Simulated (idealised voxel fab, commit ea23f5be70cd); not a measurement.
process module | voxel gate over fins
Xsec cut, 255 nm wide, square cell size 5 nm.
In this document a cross-section is written as a grid of square cells. It is given as a series of bands, listed from the top down, and a band is one or more rows of cells.
A band entry consists of two parts. The first gives the height of the band's top and the height of its bottom, in nm. The rest lists the band's materials from left to right, each with its width in nm. A single material labelled with the word "edge to edge" fills the band from edge to edge, and the word "empty" marks empty space.
Height reference: 0 = level under which incoming wafer is all one material. Lowest band: no bottom, runs on downward, e.g. "0 -> down".
Width: "30..40" (first number = top row, second number = bottom row, same change from row to row of cells).
"all unchanged" after a step means that no cell of the cross-section changed.
Look at "Closed empty spaces" for the closed voids: empty spaces with no open path to the top, sized 8 cells or up. Each is width x height at distance, distance from the left edge, all nm.
The remark found on a step's line after its settings is issued by the simulator itself and pertains to that step.
Steps that use a mask can have "overlay nm" on their line. It says how far the mask sat to the right of where it was meant to be. Negative means to the left.

Below is the list of planned process steps:
- 1: RECEIVE [material Si]
- 2: CONFORMAL_DEP [material SiN] [thk nm 10]
- 3: DIRECTIONAL_DEP [material aC] [thk nm 10]
- 4: PATTERN [tone cover] [mask id FINS] [material resist] [width nm 15] [pitch nm 50] [thk nm 30] [overlay nm 0]
- 5: DIRECTIONAL_ETCH [etch materials aC] [depth nm 10]
- 6: STRIP [etch materials resist]
- 7: DIRECTIONAL_ETCH [etch materials SiN] [depth nm 10]
- 8: DIRECTIONAL_ETCH [etch materials Si] [depth nm 35]
- 9: STRIP [etch materials aC]
- 10: OXIDIZE [depth nm 5]
- 11: FILL_DEP [material SiO2] [thk nm 5]
- 12: CMP [height nm 10]
- 13: DIRECTIONAL_DEP [material aC] [thk nm 15]
- 14: PATTERN [tone open] [mask id RAIL] [material resist] [width nm 15] [thk nm 35] [overlay nm 0]
- 15: DIRECTIONAL_ETCH [etch materials aC] [depth nm 15]
- 16: STRIP [etch materials resist]
- 17: DIRECTIONAL_ETCH [etch materials SiO2] [depth nm 40]
- 18: STRIP [etch materials aC]
- 19: CONFORMAL_DEP [material TiN] [thk nm 5]
- 20: FILL_DEP [material Ru] [thk nm 10]
- 21: CMP [height nm 10]
- 22: SELECTIVE_ETCH [etch materials W Ru TiN] [depth nm 35]
- 23: FILL_DEP [material SiO2] [thk nm 5]
- 24: CMP [height nm 10]
- 25: SELECTIVE_ETCH [etch materials SiO2] [depth nm 25]
- 26: STRIP [etch materials SiN]
- 27: CONFORMAL_DEP [material HfO2] [thk nm 5]
- 28: CONFORMAL_DEP [material TiN] [thk nm 5]
- 29: CONFORMAL_DEP [material TiAl] [thk nm 5]
- 30: CONFORMAL_DEP [material TiN] [thk nm 5]
- 31: FILL_DEP [material W] [thk nm 10]
- 32: CMP [height nm 25]
- 33: CONFORMAL_DEP [material SiCN] [thk nm 10]
Wafers differ in width nm at step 14; plan lists the first wafer's value; identical starting state.

Cross-section: the first of several wafers in its as-received state, i.e. following step 1:
0 -> down = Si edge to edge
Closed empty spaces: none

Heads up, this table goes wafer by wafer. A row tells you, at the end of the module, how many cells of each material that wafer has put on (+) or dropped (-) since it was received, and then its closed voids:
width nm 15; +69 HfO2; -384 Si; +102 SiCN; +237 SiO2; +69 TiAl; +141 TiN; +123 W; Closed empty spaces: none
width nm 20; +69 HfO2; -384 Si; +102 SiCN; +236 SiO2; +69 TiAl; +142 TiN; +123 W; Closed empty spaces: none
width nm 25; +69 HfO2; -384 Si; +102 SiCN; +235 SiO2; +69 TiAl; +143 TiN; +123 W; Closed empty spaces: none
width nm 30; +69 HfO2; -384 Si; +102 SiCN; +234 SiO2; +69 TiAl; +144 TiN; +123 W; Closed empty spaces: none
